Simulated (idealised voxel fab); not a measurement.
process module | voxel ribs on slabs
cross-section cut | 150 nm wide | cells 5 nm
A cross-section is a grid of square cells, given in bands from the top down. A band is one or more rows of cells.
Each band's line starts with the height of the band's top and of its bottom, in nm. Then come its materials from left to right, each with its width in nm. One material with "throughout" fills the band from edge to edge. "air" is empty space.
Height 0 is the level under which the wafer as received is all one material. The lowest band goes on downwards, as in "0 down".
A width such as "30 to 40" changes by the same amount from each row of cells to the next, from the band's top row to its bottom row.
"no change" after a step means that no cell of the cross-section changed.
closed voids: empty space of 8 cells or more with no open way to the top, each as width x height at its distance from the left edge, in nm
after a step's settings: what the simulator itself notes on the step
overlay nm, on a step with a mask: how far to the right of its planned place the mask lay; to the left if negative
plan
1 op RECEIVE | material Si
2 op DIRECTIONAL_DEP | material SiO2 | thk nm 25
3 op DIRECTIONAL_DEP | material SiN | thk nm 15
4 op PATTERN | tone cover | mask id RIB | material resist | width nm 15 | thk nm 15 | overlay nm 0
5 op DIRECTIONAL_ETCH | etch materials SiN | depth nm 10
6 op STRIP | etch materials resist
7 op MASKED_ETCH | tone cover | mask id SLAB | width nm 55 | etch materials SiN | depth nm 5 | overlay nm 0
8 op FILL_DEP | material SiO2 | thk nm 15
9 op CMP | height nm 50
10 op DIRECTIONAL_DEP | material TiN | thk nm 5
11 op PATTERN | tone cover | mask id HEATER | material resist | width nm 25 | thk nm 20 | overlay nm 0
12 op DIRECTIONAL_ETCH | etch materials TiN | depth nm 5
13 op STRIP | etch materials resist
14 op CONFORMAL_DEP | material SiN | thk nm 5
as received, after step 1
  0 down: Si throughout
  closed voids: none
first wafer at the end, as planned
  60 to 55: air 55 | SiN 35 | air 60
  55 to 50: SiN 60 | TiN 25 | SiN 65
  50 to 40: SiO2 throughout
  40 to 30: SiO2 65 | SiN 15 | SiO2 70
  30 to 25: SiO2 45 | SiN 55 | SiO2 50
  25 to 0: SiO2 throughout
  0 down: Si throughout
  closed voids: none
second wafer at the end: like start, like plan, one mistake
  60 to 55: air 55 | SiN 35 | air 60
  55 to 50: SiN 60 | TiN 25 | SiN 65
  50 to 40: SiO2 throughout
  40 to 30: SiO2 70 | SiN 15 | SiO2 65
  30 to 25: SiO2 45 | SiN 55 | SiO2 50
  25 to 0: SiO2 throughout
  0 down: Si throughout
  closed voids: none
what went wrong: step 4 ran as: op PATTERN | tone cover | mask id RIB | material resist | width nm 15 | thk nm 15 | overlay nm 5
at the end the second wafer has, in cells: as many of each material as the first, in other places
